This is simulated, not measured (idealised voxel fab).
process module | voxel self aligned contacts
cross-section cut | 275 nm wide | cells 5 nm
A cross-section is a grid of square cells, given in bands from the top down. A band is one or more rows of cells.
Each band's line starts with the height of the band's top and of its bottom, in nm. Then come its materials from left to right, each with its width in nm. One material with "throughout" fills the band from edge to edge. "air" is empty space.
Height 0 is the level under which the wafer as received is all one material. The lowest band goes on downwards, as in "0 down".
A width such as "30 to 40" changes by the same amount from each row of cells to the next, from the band's top row to its bottom row.
"no change" after a step means that no cell of the cross-section changed.
closed voids: empty space of 8 cells or more with no open way to the top, each as width x height at its distance from the left edge, in nm
after a step's settings: what the simulator itself notes on the step
overlay nm, on a step with a mask: how far to the right of its planned place the mask lay; to the left if negative
plan
1 op RECEIVE | material Si
2 op OXIDIZE | depth nm 5
3 op DIRECTIONAL_DEP | material polySi | thk nm 25
4 op DIRECTIONAL_DEP | material SiN | thk nm 25
5 op DIRECTIONAL_DEP | material aC | thk nm 15
6 op PATTERN | tone cover | mask id GATE | material resist | width nm 35 | pitch nm 80 | thk nm 30 | overlay nm 0
7 op DIRECTIONAL_ETCH | etch materials aC | depth nm 15
8 op STRIP | etch materials resist
9 op DIRECTIONAL_ETCH | etch materials SiN | depth nm 25
10 op DIRECTIONAL_ETCH | etch materials polySi | depth nm 25
11 op STRIP | etch materials aC
12 op CONFORMAL_DEP | material SiN | thk nm 10
13 op DIRECTIONAL_ETCH | etch materials SiN | depth nm 10
14 op FILL_DEP | material SiO2 | thk nm 20
15 op CMP | height nm 60
16 op DIRECTIONAL_DEP | material aC | thk nm 10
17 op PATTERN | tone open | mask id CONTACT | material resist | width nm 55 | pitch nm 80 | thk nm 25 | overlay nm 0
18 op DIRECTIONAL_ETCH | etch materials aC | depth nm 10
19 op STRIP | etch materials resist
20 op DIRECTIONAL_ETCH | etch materials SiO2 | depth nm 65
21 op STRIP | etch materials aC
22 op CONFORMAL_DEP | material TiN | thk nm 5
23 op FILL_DEP | material Ru | thk nm 10
24 op CMP | height nm 60
25 op CONFORMAL_DEP | material SiCN | thk nm 5
as received, after step 1
  0 down: Si throughout
  closed voids: none
a wafer at the end: this start, this plan, one mistake
  65 to 60: SiCN throughout
  60 to 50: SiO2 70 | TiN 5 | Ru 45 | TiN 5 | SiO2 25 | TiN 5 | Ru 45 | TiN 5 | SiO2 70
  50 to 45: SiO2 70 | TiN 20 | Ru 15 | TiN 20 | SiO2 25 | TiN 20 | Ru 15 | TiN 20 | SiO2 70
  45 to 20: SiO2 30 | SiN 55 | TiN 5 | Ru 15 | TiN 5 | SiN 55 | TiN 5 | Ru 15 | TiN 5 | SiN 55 | SiO2 30
  20 to 0: SiO2 30 | SiN 10 | polySi 35 | SiN 10 | TiN 5 | Ru 15 | TiN 5 | SiN 10 | polySi 35 | SiN 10 | TiN 5 | Ru 15 | TiN 5 | SiN 10 | polySi 35 | SiN 10 | SiO2 30
  0 to -5: SiO2 85 | TiN 25 | SiO2 55 | TiN 25 | SiO2 85
  -5 down: Si throughout
  closed voids: none
what went wrong: step 3 ran as: op DIRECTIONAL_DEP | material polySi | thk nm 20
